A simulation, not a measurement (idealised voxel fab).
process module | voxel tone inversion
cross-section cut | 210 nm wide | cells 5 nm
A cross-section is a grid of square cells, given in bands from the top down. A band is one or more rows of cells.
Each band's line starts with the height of the band's top and of its bottom, in nm. Then come its materials from left to right, each with its width in nm. One material with "throughout" fills the band from edge to edge. "air" is empty space.
Height 0 is the level under which the wafer as received is all one material. The lowest band goes on downwards, as in "0 down".
A width such as "30 to 40" changes by the same amount from each row of cells to the next, from the band's top row to its bottom row.
"no change" after a step means that no cell of the cross-section changed.
closed voids: empty space of 8 cells or more with no open way to the top, each as width x height at its distance from the left edge, in nm
after a step's settings: what the simulator itself notes on the step
overlay nm, on a step with a mask: how far to the right of its planned place the mask lay; to the left if negative
plan
1 op RECEIVE | material Si
2 op CONFORMAL_DEP | material SiN | thk nm 5
3 op DIRECTIONAL_DEP | material polySi | thk nm 20
4 op PATTERN | tone cover | mask id POSTS | material resist | width nm 20 | pitch nm 45 | thk nm 30 | overlay nm 0
5 op DIRECTIONAL_ETCH | etch materials polySi | depth nm 20
6 op STRIP | etch materials resist
7 op FILL_DEP | material SiO2 | thk nm 5
8 op CMP | height nm 25
9 op STRIP | etch materials polySi
10 op CONFORMAL_DEP | material TiN | thk nm 5
11 op FILL_DEP | material Cu | thk nm 10
12 op CMP | height nm 25
13 op CONFORMAL_DEP | material SiN | thk nm 5
first wafer, as planned
as received, after step 1
  0 down: Si throughout
  closed voids: none
after step 2
  5 to 0: SiN throughout
  below 0: unchanged
after step 3
  25 to 5: polySi throughout
  below 5: unchanged
after step 4
  55 to 25: air 50 | resist 20 | air 25 | resist 20 | air 25 | resist 20 | air 50
  below 25: unchanged
after step 5
  55 to 25: air 50 | resist 20 | air 25 | resist 20 | air 25 | resist 20 | air 50
  25 to 5: air 50 | polySi 20 | air 25 | polySi 20 | air 25 | polySi 20 | air 50
  below 5: unchanged
after step 6
  25 to 5: air 50 | polySi 20 | air 25 | polySi 20 | air 25 | polySi 20 | air 50
  below 5: unchanged
after step 7
  30 to 25: SiO2 throughout
  25 to 5: SiO2 50 | polySi 20 | SiO2 25 | polySi 20 | SiO2 25 | polySi 20 | SiO2 50
  below 5: unchanged
after step 8
  25 to 5: SiO2 50 | polySi 20 | SiO2 25 | polySi 20 | SiO2 25 | polySi 20 | SiO2 50
  below 5: unchanged
after step 9
  25 to 5: SiO2 50 | air 20 | SiO2 25 | air 20 | SiO2 25 | air 20 | SiO2 50
  below 5: unchanged
after step 10
  30 to 25: TiN 55 | air 10 | TiN 35 | air 10 | TiN 35 | air 10 | TiN 55
  25 to 10: SiO2 50 | TiN 5 | air 10 | TiN 5 | SiO2 25 | TiN 5 | air 10 | TiN 5 | SiO2 25 | TiN 5 | air 10 | TiN 5 | SiO2 50
  10 to 5: SiO2 50 | TiN 20 | SiO2 25 | TiN 20 | SiO2 25 | TiN 20 | SiO2 50
  below 5: unchanged
after step 11
  40 to 30: Cu throughout
  30 to 25: TiN 55 | Cu 10 | TiN 35 | Cu 10 | TiN 35 | Cu 10 | TiN 55
  25 to 10: SiO2 50 | TiN 5 | Cu 10 | TiN 5 | SiO2 25 | TiN 5 | Cu 10 | TiN 5 | SiO2 25 | TiN 5 | Cu 10 | TiN 5 | SiO2 50
  below 10: unchanged
after step 12
  25 to 10: SiO2 50 | TiN 5 | Cu 10 | TiN 5 | SiO2 25 | TiN 5 | Cu 10 | TiN 5 | SiO2 25 | TiN 5 | Cu 10 | TiN 5 | SiO2 50
  below 10: unchanged
after step 13
  30 to 25: SiN throughout
  below 25: unchanged
second wafer: like start, like plan, one mistake. Through step 1 it matches the first wafer
when step 2 should have ended
  20 to 0: polySi throughout
  below 0: unchanged
when step 3 should have ended
  25 to 20: SiN throughout
  below 20: unchanged
when step 4 should have ended
  55 to 25: air 50 | resist 20 | air 25 | resist 20 | air 25 | resist 20 | air 50
  below 25: unchanged
when step 5 should have ended: no change
when step 6 should have ended
  25 to 20: SiN throughout
  below 20: unchanged
when step 7 should have ended
  30 to 25: SiO2 throughout
  below 25: unchanged
when step 8 should have ended
  25 to 20: SiN throughout
  below 20: unchanged
when step 9 should have ended: no change
when step 10 should have ended
  30 to 25: TiN throughout
  below 25: unchanged
when step 11 should have ended
  40 to 30: Cu throughout
  below 30: unchanged
when step 12 should have ended
  25 to 20: SiN throughout
  below 20: unchanged
when step 13 should have ended
  30 to 20: SiN throughout
  below 20: unchanged
what went wrong: steps 2 and 3 were swapped
at the end the second wafer has, in cells: 18 fewer of Cu | 120 fewer of SiO2 | 30 fewer of TiN | 168 more of polySi
